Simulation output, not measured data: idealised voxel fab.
You're looking at the process module voxel trench capacitor.
Shown is cross-section cut, with a width of 275 nm and square cells of size 5 nm.
Cross-section format: a grid of square cells, given as bands from top to bottom; each band is one or more rows of cells. It is stipulated that each band's entry specify, in nanometres, the height of the top of the band and then that of its bottom, followed by the materials of the band in left-to-right sequence, each together with its width in nanometres. A single material marked by the word "everywhere" is understood to fill the band from edge to edge; the word "blank" is understood to denote empty space. Counting heights begins at 0, where everything beneath is, in the wafer as received, one material. The lowest band has no bottom; it goes on downwards, as "from 0 down" shows. Note: "30->40" means the width goes from the first number (top row of the band) to the second number (bottom row) in equal steps per row of cells. "nothing was modified" -> step changed no cross-section cell. "Listed closed voids" enumerates empty spaces isolated from the top, with no open way to it, that contain at least 8 cells, giving each as width x height at distance from the left edge, all three in nm. Heads up: the bit after the settings on a step's line is the simulator's remark on that step. overlay nm: for a step with a mask, the amount by which the mask lay right of where it was planned; a negative amount means left of it.

**This section lists the process steps that were planned**
1,RECEIVE, material Si
2,CONFORMAL_DEP, material SiN, thk nm 10
3,PATTERN, tone open, mask id TRENCH, material resist, width nm 25, pitch nm 40, thk nm 15, overlay nm 0
4,DIRECTIONAL_ETCH, etch materials SiN, depth nm 5
5,DIRECTIONAL_ETCH, etch materials Si, depth nm 40
6,STRIP, etch materials resist
7,CONFORMAL_DEP, material Al2O3, thk nm 5
8,CONFORMAL_DEP, material TiN, thk nm 5
9,FILL_DEP, material W, thk nm 10
10,CMP, height nm 10
Quick note for whoever runs this: the wafers start identical, but the depth nm at step 4 isn't the same across them. The plan just shows what the first wafer had.

**First of several wafers, received after step 1, in cross-section**
- from 0 down | Si everywhere
- Listed closed voids: none

**The figure below presents a cross-section of the first of several wafers at the conclusion of the module, following its last step, step 10**
- from 10 to 5 | SiN: 85  Al2O3: 25  SiN: 15  Al2O3: 25  SiN: 15  Al2O3: 25  SiN: 85
- from 5 to 0 | SiN everywhere
- from 0 down | Si everywhere
- Listed closed voids: none

**Last wafer x-sec, end of module**
- from 10 to 0 | SiN: 85  Al2O3: 5  TiN: 5  W: 5  TiN: 5  Al2O3: 5  SiN: 15  Al2O3: 5  TiN: 5  W: 5  TiN: 5  Al2O3: 5  SiN: 15  Al2O3: 5  TiN: 5  W: 5  TiN: 5  Al2O3: 5  SiN: 85
- from 0 to -30 | Si: 85  Al2O3: 5  TiN: 5  W: 5  TiN: 5  Al2O3: 5  Si: 15  Al2O3: 5  TiN: 5  W: 5  TiN: 5  Al2O3: 5  Si: 15  Al2O3: 5  TiN: 5  W: 5  TiN: 5  Al2O3: 5  Si: 85
- from -30 to -35 | Si: 85  Al2O3: 5  TiN: 15  Al2O3: 5  Si: 15  Al2O3: 5  TiN: 15  Al2O3: 5  Si: 15  Al2O3: 5  TiN: 15  Al2O3: 5  Si: 85
- from -35 to -40 | Si: 85  Al2O3: 25  Si: 15  Al2O3: 25  Si: 15  Al2O3: 25  Si: 85
- from -40 down | Si everywhere
- Listed closed voids: none

**Per-wafer rows below. For each material: cells gained (+) or lost (-) since the wafer was received, as of end of module. Then: closed voids**
depth nm 5 | +15 Al2O3 | +95 SiN | Listed closed voids: none
depth nm 10 | +69 Al2O3 | -120 Si | +80 SiN | +57 TiN | +24 W | Listed closed voids: none
depth nm 15 | +69 Al2O3 | -120 Si | +80 SiN | +57 TiN | +24 W | Listed closed voids: none
depth nm 20 | +69 Al2O3 | -120 Si | +80 SiN | +57 TiN | +24 W | Listed closed voids: none
depth nm 25 | +69 Al2O3 | -120 Si | +80 SiN | +57 TiN | +24 W | Listed closed voids: none
